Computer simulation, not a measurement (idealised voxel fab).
voxel self aligned vias: a process module
This is section cut - it's 170 nm across, gridded in 5 nm square cells.
Cross-section spec: square-cell grid; bands listed top down; each band is one or more rows.
First you get the band's top height and its bottom height, in nm, and then the materials it's made of, left to right, with each width in nm. If you see a single material with "throughout", that one covers the band edge to edge. "empty" is empty space.
Height datum 0, below which the as-received substrate wafer is one material. Lowest band open at the bottom, running downward: "top 0, no bottom".
With a width like "30..40", each row of cells in the band differs from the next by the same amount, the top row carrying the first number and the bottom row the second.
Given "left unchanged" for a step, no cell of the cross-section differs between before and after that step.
"Entrapped void list": sealed empty spaces, 8 cells or more, no open way to top, listed width x height at distance, with distance from the left edge and width, height and distance in nm.
On each step's line, the part that comes after the settings is the simulator's own comment on the step.
"overlay nm" answers the question of how far to the right of plan the mask lay on a step that has a mask, and when it is negative the answer is to the left.
Below is the list of planned process steps:
1 RECEIVE,material Si
2 CONFORMAL_DEP,material SiO2,thk nm 10
3 CONFORMAL_DEP,material SiCN,thk nm 5
4 DIRECTIONAL_DEP,material lowk,thk nm 20
5 MASKED_ETCH,tone open,mask id LINES,width nm 20,pitch nm 70,etch materials lowk,depth nm 20,overlay nm 0
6 CONFORMAL_DEP,material TiN,thk nm 5
7 FILL_DEP,material Ru,thk nm 5
8 CMP,height nm 35
9 SELECTIVE_ETCH,etch materials W Ru TiN,depth nm 10
10 FILL_DEP,material SiN,thk nm 10
11 CMP,height nm 35
12 DIRECTIONAL_DEP,material lowk,thk nm 15
13 DIRECTIONAL_DEP,material aC,thk nm 10
14 PATTERN,tone open,mask id VIAS,material resist,width nm 40,pitch nm 70,thk nm 25,overlay nm 0
15 DIRECTIONAL_ETCH,etch materials aC,depth nm 10
16 STRIP,etch materials resist
17 DIRECTIONAL_ETCH,etch materials lowk,depth nm 15
18 DIRECTIONAL_ETCH,etch materials SiN,depth nm 10
19 STRIP,etch materials aC
20 CONFORMAL_DEP,material TiN,thk nm 5
21 FILL_DEP,material W,thk nm 10
22 CMP,height nm 50
23 CONFORMAL_DEP,material SiCN,thk nm 5
The following pertains to the first of two wafers, which was processed as planned:
Here's what the wafer looked like in cross-section when it arrived - that's after step 1:
    top 0, no bottom | Si throughout
    Entrapped void list: none
You're looking at a cross-section of the wafer after step 2:
    top 10, bottom 0 | SiO2 throughout
    Below 0 it's all the same as before, nothing changed down there.
You're looking at a cross-section of the wafer after step 3:
    top 15, bottom 10 | SiCN throughout
    Below 10 it's all the same as before, nothing changed down there.
You're looking at a cross-section of the wafer after step 4:
    top 35, bottom 15 | lowk throughout
    Below 15 it's all the same as before, nothing changed down there.
You're looking at a cross-section of the wafer after step 5:
    top 35, bottom 15 | lowk 40 nm / empty 20 nm / lowk 50 nm / empty 20 nm / lowk 40 nm
    Below 15 it's all the same as before, nothing changed down there.
You're looking at a cross-section of the wafer after step 6:
    top 40, bottom 35 | TiN 45 nm / empty 10 nm / TiN 60 nm / empty 10 nm / TiN 45 nm
    top 35, bottom 20 | lowk 40 nm / TiN 5 nm / empty 10 nm / TiN 5 nm / lowk 50 nm / TiN 5 nm / empty 10 nm / TiN 5 nm / lowk 40 nm
    top 20, bottom 15 | lowk 40 nm / TiN 20 nm / lowk 50 nm / TiN 20 nm / lowk 40 nm
    Below 15 it's all the same as before, nothing changed down there.
You're looking at a cross-section of the wafer after step 7:
    top 45, bottom 40 | Ru throughout
    top 40, bottom 35 | TiN 45 nm / Ru 10 nm / TiN 60 nm / Ru 10 nm / TiN 45 nm
    top 35, bottom 20 | lowk 40 nm / TiN 5 nm / Ru 10 nm / TiN 5 nm / lowk 50 nm / TiN 5 nm / Ru 10 nm / TiN 5 nm / lowk 40 nm
    Below 20 it's all the same as before, nothing changed down there.
You're looking at a cross-section of the wafer after step 8:
    top 35, bottom 20 | lowk 40 nm / TiN 5 nm / Ru 10 nm / TiN 5 nm / lowk 50 nm / TiN 5 nm / Ru 10 nm / TiN 5 nm / lowk 40 nm
    Below 20 it's all the same as before, nothing changed down there.
You're looking at a cross-section of the wafer after step 9:
    top 35, bottom 25 | lowk 40 nm / empty 20 nm / lowk 50 nm / empty 20 nm / lowk 40 nm
    Below 25 it's all the same as before, nothing changed down there.
You're looking at a cross-section of the wafer after step 10:
    top 45, bottom 35 | SiN throughout
    top 35, bottom 25 | lowk 40 nm / SiN 20 nm / lowk 50 nm / SiN 20 nm / lowk 40 nm
    Below 25 it's all the same as before, nothing changed down there.
You're looking at a cross-section of the wafer after step 11:
    top 35, bottom 25 | lowk 40 nm / SiN 20 nm / lowk 50 nm / SiN 20 nm / lowk 40 nm
    Below 25 it's all the same as before, nothing changed down there.
You're looking at a cross-section of the wafer after step 12:
    top 50, bottom 35 | lowk throughout
    Below 35 it's all the same as before, nothing changed down there.
You're looking at a cross-section of the wafer after step 13:
    top 60, bottom 50 | aC throughout
    Below 50 it's all the same as before, nothing changed down there.
You're looking at a cross-section of the wafer after step 14:
    top 85, bottom 60 | resist 30 nm / empty 40 nm / resist 30 nm / empty 40 nm / resist 30 nm
    Below 60 it's all the same as before, nothing changed down there.
You're looking at a cross-section of the wafer after step 15:
    top 75, bottom 60 | resist 30 nm / empty 40 nm / resist 30 nm / empty 40 nm / resist 30 nm
    top 60, bottom 50 | aC 30 nm / empty 40 nm / aC 30 nm / empty 40 nm / aC 30 nm
    Below 50 it's all the same as before, nothing changed down there.
You're looking at a cross-section of the wafer after step 16:
    top 60, bottom 50 | aC 30 nm / empty 40 nm / aC 30 nm / empty 40 nm / aC 30 nm
    Below 50 it's all the same as before, nothing changed down there.
You're looking at a cross-section of the wafer after step 17:
    top 60, bottom 50 | aC 30 nm / empty 40 nm / aC 30 nm / empty 40 nm / aC 30 nm
    top 50, bottom 35 | lowk 30 nm / empty 40 nm / lowk 30 nm / empty 40 nm / lowk 30 nm
    Below 35 it's all the same as before, nothing changed down there.
You're looking at a cross-section of the wafer after step 18:
    top 60, bottom 50 | aC 30 nm / empty 40 nm / aC 30 nm / empty 40 nm / aC 30 nm
    top 50, bottom 35 | lowk 30 nm / empty 40 nm / lowk 30 nm / empty 40 nm / lowk 30 nm
    top 35, bottom 25 | lowk 40 nm / empty 20 nm / lowk 50 nm / empty 20 nm / lowk 40 nm
    Below 25 it's all the same as before, nothing changed down there.
You're looking at a cross-section of the wafer after step 19:
    top 50, bottom 35 | lowk 30 nm / empty 40 nm / lowk 30 nm / empty 40 nm / lowk 30 nm
    Below 35 it's all the same as before, nothing changed down there.
You're looking at a cross-section of the wafer after step 20:
    top 55, bottom 50 | TiN 35 nm / empty 30 nm / TiN 40 nm / empty 30 nm / TiN 35 nm
    top 50, bottom 40 | lowk 30 nm / TiN 5 nm / empty 30 nm / TiN 5 nm / lowk 30 nm / TiN 5 nm / empty 30 nm / TiN 5 nm / lowk 30 nm
    top 40, bottom 30 | lowk 30..40 nm / TiN 15..5 nm / empty 10 nm / TiN 15..5 nm / lowk 30..50 nm / TiN 15..5 nm / empty 10 nm / TiN 15..5 nm / lowk 30..40 nm
    top 30, bottom 25 | lowk 40 nm / TiN 20 nm / lowk 50 nm / TiN 20 nm / lowk 40 nm
    Below 25 it's all the same as before, nothing changed down there.
You're looking at a cross-section of the wafer after step 21:
    top 65, bottom 55 | W throughout
    top 55, bottom 50 | TiN 35 nm / W 30 nm / TiN 40 nm / W 30 nm / TiN 35 nm
    top 50, bottom 40 | lowk 30 nm / TiN 5 nm / W 30 nm / TiN 5 nm / lowk 30 nm / TiN 5 nm / W 30 nm / TiN 5 nm / lowk 30 nm
    top 40, bottom 30 | lowk 30..40 nm / TiN 15..5 nm / W 10 nm / TiN 15..5 nm / lowk 30..50 nm / TiN 15..5 nm / W 10 nm / TiN 15..5 nm / lowk 30..40 nm
    Below 30 it's all the same as before, nothing changed down there.
You're looking at a cross-section of the wafer after step 22:
    top 50, bottom 40 | lowk 30 nm / TiN 5 nm / W 30 nm / TiN 5 nm / lowk 30 nm / TiN 5 nm / W 30 nm / TiN 5 nm / lowk 30 nm
    Below 40 it's all the same as before, nothing changed down there.
You're looking at a cross-section of the wafer after step 23:
    top 55, bottom 50 | SiCN throughout
    Below 50 it's all the same as before, nothing changed down there.
What follows concerns the second wafer, which started out like the first and was meant to follow the very same plan; one mistake crept in when it was run, but everything up to and including step 16 is the same as for the first wafer:
The second wafer in cross-section, at the planned close of step 17:
    top 60, bottom 50 | aC 30 nm / empty 40 nm / aC 30 nm / empty 40 nm / aC 30 nm
    top 50, bottom 35 | lowk 30 nm / empty 40 nm / lowk 30 nm / empty 40 nm / lowk 30 nm
    top 35, bottom 25 | lowk 30 nm / empty 10 nm / SiN 20 nm / empty 10 nm / lowk 30 nm / empty 10 nm / SiN 20 nm / empty 10 nm / lowk 30 nm
    top 25, bottom 20 | lowk 30 nm / empty 10 nm / TiN 5 nm / Ru 10 nm / TiN 5 nm / empty 10 nm / lowk 30 nm / empty 10 nm / TiN 5 nm / Ru 10 nm / TiN 5 nm / empty 10 nm / lowk 30 nm
    Below 20 it's all the same as before, nothing changed down there.
The second wafer in cross-section, at the planned close of step 18:
    top 60, bottom 50 | aC 30 nm / empty 40 nm / aC 30 nm / empty 40 nm / aC 30 nm
    top 50, bottom 25 | lowk 30 nm / empty 40 nm / lowk 30 nm / empty 40 nm / lowk 30 nm
    Below 25 it's all the same as before, nothing changed down there.
The second wafer in cross-section, at the planned close of step 19:
    top 50, bottom 25 | lowk 30 nm / empty 40 nm / lowk 30 nm / empty 40 nm / lowk 30 nm
    Below 25 it's all the same as before, nothing changed down there.
The second wafer in cross-section, at the planned close of step 20:
    top 55, bottom 50 | TiN 35 nm / empty 30 nm / TiN 40 nm / empty 30 nm / TiN 35 nm
    top 50, bottom 30 | lowk 30 nm / TiN 5 nm / empty 30 nm / TiN 5 nm / lowk 30 nm / TiN 5 nm / empty 30 nm / TiN 5 nm / lowk 30 nm
    top 30, bottom 25 | lowk 30 nm / TiN 40 nm / lowk 30 nm / TiN 40 nm / lowk 30 nm
    top 25, bottom 20 | lowk 30 nm / TiN 15 nm / Ru 10 nm / TiN 15 nm / lowk 30 nm / TiN 15 nm / Ru 10 nm / TiN 15 nm / lowk 30 nm
    Below 20 it's all the same as before, nothing changed down there.
The second wafer in cross-section, at the planned close of step 21:
    top 65, bottom 55 | W throughout
    top 55, bottom 50 | TiN 35 nm / W 30 nm / TiN 40 nm / W 30 nm / TiN 35 nm
    top 50, bottom 30 | lowk 30 nm / TiN 5 nm / W 30 nm / TiN 5 nm / lowk 30 nm / TiN 5 nm / W 30 nm / TiN 5 nm / lowk 30 nm
    Below 30 it's all the same as before, nothing changed down there.
The second wafer in cross-section, at the planned close of step 22:
    top 50, bottom 30 | lowk 30 nm / TiN 5 nm / W 30 nm / TiN 5 nm / lowk 30 nm / TiN 5 nm / W 30 nm / TiN 5 nm / lowk 30 nm
    Below 30 it's all the same as before, nothing changed down there.
The second wafer in cross-section, at the planned close of step 23:
    top 55, bottom 50 | SiCN throughout
    Below 50 it's all the same as before, nothing changed down there.
Diagnosis: yeah, plan step 17 got run twice
End check, counted in cells, second wafer has more or fewer of these materials than the first: +8 TiN, +16 W, -24 lowk
